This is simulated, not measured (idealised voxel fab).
The document below concerns the process module designated voxel gate over fins.
For reference, the cross-section in this document is cut, with width 205 nm and square cells of 5 nm.
Just so we're on the same page, the cross-sections are grids of square cells, and they're listed out in bands top to bottom, each band one or more rows deep.
Band entry format. Leading values: height of top, height of bottom, nm. Remainder: materials in left-to-right order, each with its width in nm. Special words: "all across" on a single material, which then fills the band edge to edge; "air", empty space.
The level at which height equals 0 is the one under which the wafer, as it arrives, is entirely one material. No lower edge exists for the bottom band, which continues downward and is notated as in "0 down".
With a width like "30 to 40", each row of cells in the band differs from the next by the same amount, the top row carrying the first number and the bottom row the second.
Step marked "nothing different"? Then no cell in the cross-section changed in it.
"Fully closed voids": empty spaces of 8 cells or more with no open way to the top, each given as width x height at distance, distance from the left edge, all in nm.
Formally, on a step line, whatever follows the settings is a remark that the simulator itself makes on the step.
The "overlay nm" setting may appear on a step's line; for a step that uses a mask, it gives how far to the right of its planned position the mask lay, and a negative value indicates the left.

# Planned step list for the process
1. RECEIVE: material Si
2. CONFORMAL_DEP: material SiN, thk nm 5
3. DIRECTIONAL_DEP: material aC, thk nm 15
4. PATTERN: tone cover, mask id FINS, material resist, width nm 15, pitch nm 45, thk nm 30, overlay nm 0
5. DIRECTIONAL_ETCH: etch materials aC, depth nm 15
6. STRIP: etch materials resist
7. DIRECTIONAL_ETCH: etch materials SiN, depth nm 5
8. DIRECTIONAL_ETCH: etch materials Si, depth nm 40
9. STRIP: etch materials aC
10. FILL_DEP: material SiO2, thk nm 5
11. CMP: height nm 5
12. SELECTIVE_ETCH: etch materials SiO2, depth nm 20
13. STRIP: etch materials SiN
14. CONFORMAL_DEP: material HfO2, thk nm 5
15. CONFORMAL_DEP: material TiN, thk nm 5
16. FILL_DEP: material W, thk nm 15
17. CMP: height nm 20
18. CONFORMAL_DEP: material SiCN, thk nm 10

# Wafer at receipt (post step 1), cross-section
  0 down | Si all across
  Fully closed voids: none

# Final wafer profile in cross-section after the module, from the same start and plan as above, with one mistake made during processing
  30 to 20 | SiCN all across
  20 to 15 | W all across
  15 to 10 | TiN all across
  10 to 5 | HfO2 all across
  5 to 0 | TiN all across
  0 down | Si all across
  Fully closed voids: none
The plan and the run diverged here: step 2 went in with a setting other than planned; the actual run was CONFORMAL_DEP: material TiN, thk nm 5
